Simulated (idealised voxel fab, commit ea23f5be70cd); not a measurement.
You're looking at the process module voxel tone inversion.
Each square cell in cross-section cut measures 5 nm, and the section as a whole is 200 nm wide.
Think of the cross-section as a grid of square cells. We describe it in bands, top to bottom, and each band covers one or more rows of those cells. Per band: top height and bottom height in nm, followed by the left-to-right materials and their widths in nm; "edge to edge" marks a single material spanning edge to edge, "blank" marks empty space. Below 0: as-received wafer, all one material; heights counted from there. Lowest band: no bottom, goes on down, written "0 down". Per-row width for "30 to 40": begins at first number (top row of band), ends at second number (bottom row), increment between rows held constant. "no modifications", as given for a step, is the statement that not any cell of the cross-section underwent a change during that step. Empty spaces counting at least 8 cells and having no open way to the top are listed in "Closed void roster". The notation width x height at distance is used for each, the distance being from the left edge and all three values in nm. Anything after a step's settings on that line? It's the simulator's own note about the step. overlay nm: for a step with a mask, the amount by which the mask lay right of where it was planned; a negative amount means left of it.

-- List of planned process steps
- 1: RECEIVE (material Si)
- 2: CONFORMAL_DEP (material SiCN; thk nm 5)
- 3: DIRECTIONAL_DEP (material aC; thk nm 25)
- 4: PATTERN (tone cover; mask id POSTS; material resist; width nm 20; pitch nm 35; thk nm 35; overlay nm 0)
- 5: DIRECTIONAL_ETCH (etch materials aC; depth nm 25)
- 6: STRIP (etch materials resist)
- 7: FILL_DEP (material SiO2; thk nm 10)
- 8: CMP (height nm 30)
- 9: STRIP (etch materials aC)
- 10: CONFORMAL_DEP (material TiN; thk nm 5)
- 11: FILL_DEP (material Cu; thk nm 10)
- 12: CMP (height nm 30)
- 13: CONFORMAL_DEP (material SiCN; thk nm 5)

-- Wafer cross-section on receipt, i.e. after step 1
  0 down: Si edge to edge
  Closed void roster: none

-- First wafer of two, sectioned at end of module; run went per plan
  35 to 30: SiCN edge to edge
  30 to 10: SiO2=70, TiN=5, Cu=10, TiN=5, SiO2=15, TiN=5, Cu=10, TiN=5, SiO2=75
  10 to 5: SiO2=70, TiN=20, SiO2=15, TiN=20, SiO2=75
  5 to 0: SiCN edge to edge
  0 down: Si edge to edge
  Closed void roster: none

-- This cross-section belongs to the second wafer of two at the end of the module; the start and the plan were shared with the first, and the run included one mistake
  35 to 30: SiCN edge to edge
  30 to 10: SiO2=60, TiN=5, Cu=10, TiN=5, SiO2=15, TiN=5, Cu=10, TiN=5, SiO2=85
  10 to 5: SiO2=60, TiN=20, SiO2=15, TiN=20, SiO2=85
  5 to 0: SiCN edge to edge
  0 down: Si edge to edge
  Closed void roster: none
Diagnosis: step 4 deviated from plan and actually ran as PATTERN (tone cover; mask id POSTS; material resist; width nm 20; pitch nm 35; thk nm 35; overlay nm -10)
Cell counts per material: same on both final wafers. Positions: different.
